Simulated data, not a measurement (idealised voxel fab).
Process module in this document: voxel spacer lines
Cross-sectional view cut (width: 245 nm; square cell size: 5 nm).
A cross-section is a grid of square cells, given in bands from the top down. A band is one or more rows of cells. The band entry comprises the height of the band's top followed by the height of its bottom, expressed in nm, and subsequently the band's materials from left to right, each stated together with its width in nm. Where a single material is marked with the word "edge to edge", that material fills the band from edge to edge. The word "empty" represents empty space. The level at which height equals 0 is the one under which the wafer, as it arrives, is entirely one material. No lower edge exists for the bottom band, which continues downward and is notated as in "top 0, no bottom". Width: "30 to 40" (first number = top row, second number = bottom row, same change from row to row of cells). "nothing altered" -> step changed no cross-section cell. Entry "Enclosed voids". Content: empty spaces with no open connection to the top, size 8 cells or greater. Each: width x height at distance. Distance: from left edge. Unit: nm. That trailing text on a step's line, after the settings, is the simulator's own remark on the step. For masked steps, "overlay nm" on the step line gives how far right of plan the mask actually lay; a minus sign means it lay to the left.
### Here's what the planned process steps look like
1: RECEIVE: material Si
2: CONFORMAL_DEP: material Al2O3, thk nm 10
3: DIRECTIONAL_DEP: material TiN, thk nm 10
4: DIRECTIONAL_DEP: material aC, thk nm 20
5: PATTERN: tone cover, mask id MANDREL, material resist, width nm 20, pitch nm 70, thk nm 30, overlay nm 0
6: DIRECTIONAL_ETCH: etch materials aC, depth nm 20
7: STRIP: etch materials resist
8: CONFORMAL_DEP: material SiO2, thk nm 15
9: DIRECTIONAL_ETCH: etch materials SiO2, depth nm 15
10: STRIP: etch materials aC
11: DIRECTIONAL_ETCH: etch materials TiN, depth nm 10
12: STRIP: etch materials SiO2
### Cross-section of the wafer upon arrival, representing the state reached after step 1
- top 0, no bottom: Si edge to edge
- Enclosed voids: none
### The module was run from the start shown above using the plan shown above, but one mistake was made doing it; the resulting wafer cross-section is below
- top 20, bottom 10: empty: 40 / TiN: 20 / empty: 50 / TiN: 20 / empty: 50 / TiN: 20 / empty: 45
- top 10, bottom 0: Al2O3 edge to edge
- top 0, no bottom: Si edge to edge
- Enclosed voids: none
what went wrong: step 5 ran with different settings than intended, the actual operation and settings being PATTERN: tone open, mask id MANDREL, material resist, width nm 20, pitch nm 70, thk nm 30, overlay nm 0
